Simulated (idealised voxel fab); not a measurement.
The following is a process module called voxel quadruple lines.
We display cut, a cross-section 280 nm in width whose square cells are each 5 nm.
Cross-sections here: square-cell grids, written as top-down lists of bands, a band being one or more rows of cells. The band entry comprises the height of the band's top followed by the height of its bottom, expressed in nm, and subsequently the band's materials from left to right, each stated together with its width in nm. Where a single material is marked with the word "throughout", that material fills the band from edge to edge. The word "blank" represents empty space. Where do heights start? At 0: under that level the wafer as delivered is made of one material only. And the lowest band has no floor; it just carries on downward, as in "z 0 and below". The two numbers in a width such as "30->40" mark its ends across the band: the first belongs to the top row of cells, the second to the bottom row, and from each row to the next the width moves by the same amount. Key: "no modifications" - step with no changed cell in the cross-section. In "Enclosed void listing" the enclosed voids are listed, meaning empty spaces of 8 cells or larger without any opening to the top. The form is width x height at distance, distance from the left edge, units nm. Read whatever lies past the settings on a step's line as the simulator's own remark about the step. The optional step-line setting "overlay nm" applies to steps with a mask and quantifies how far to the right of its planned location the mask lay, a negative value indicating leftward placement.
This section lists the process steps that were planned:
| 1 | op RECEIVE | material Si |
| 2 | op CONFORMAL_DEP | material SiO2 | thk nm 10 |
| 3 | op DIRECTIONAL_DEP | material W | thk nm 15 |
| 4 | op DIRECTIONAL_DEP | material polySi | thk nm 20 |
| 5 | op DIRECTIONAL_DEP | material aC | thk nm 20 |
| 6 | op PATTERN | tone cover | mask id MANDREL | material resist | width nm 30 | thk nm 25 | overlay nm 0 |
| 7 | op DIRECTIONAL_ETCH | etch materials aC | depth nm 20 |
| 8 | op STRIP | etch materials resist |
| 9 | op CONFORMAL_DEP | material SiO2 | thk nm 10 |
| 10 | op DIRECTIONAL_ETCH | etch materials SiO2 | depth nm 10 |
| 11 | op STRIP | etch materials aC |
| 12 | op DIRECTIONAL_ETCH | etch materials polySi | depth nm 20 |
| 13 | op STRIP | etch materials SiO2 |
| 14 | op CONFORMAL_DEP | material SiN | thk nm 10 |
| 15 | op DIRECTIONAL_ETCH | etch materials SiN | depth nm 10 |
| 16 | op STRIP | etch materials polySi |
| 17 | op DIRECTIONAL_ETCH | etch materials W | depth nm 15 |
| 18 | op STRIP | etch materials SiN |
Cross-section of the wafer at receipt, which is the condition after step 1:
* z 0 and below: Si throughout
* Enclosed void listing: none
Post-module cross-section of the first of two wafers (run per plan):
* z 25 to 10: blank: 105, then W: 10, then blank: 10, then W: 10, then blank: 10, then W: 10, then blank: 10, then W: 10, then blank: 105
* z 10 to 0: SiO2 throughout
* z 0 and below: Si throughout
* Enclosed void listing: none
Second of two wafers, module complete, sectioned: it shares the first wafer's start and plan but was run with one mistake:
* z 25 to 10: blank: 110, then W: 5, then blank: 10, then W: 5, then blank: 20, then W: 5, then blank: 10, then W: 5, then blank: 110
* z 10 to 0: SiO2 throughout
* z 0 and below: Si throughout
* Enclosed void listing: none
Which mistake was made when the wafer was run? step 14 changed vs plan, executed as op CONFORMAL_DEP | material SiN | thk nm 5
Final comparison by cell count, materials where the second wafer has more or fewer than the first: W -12
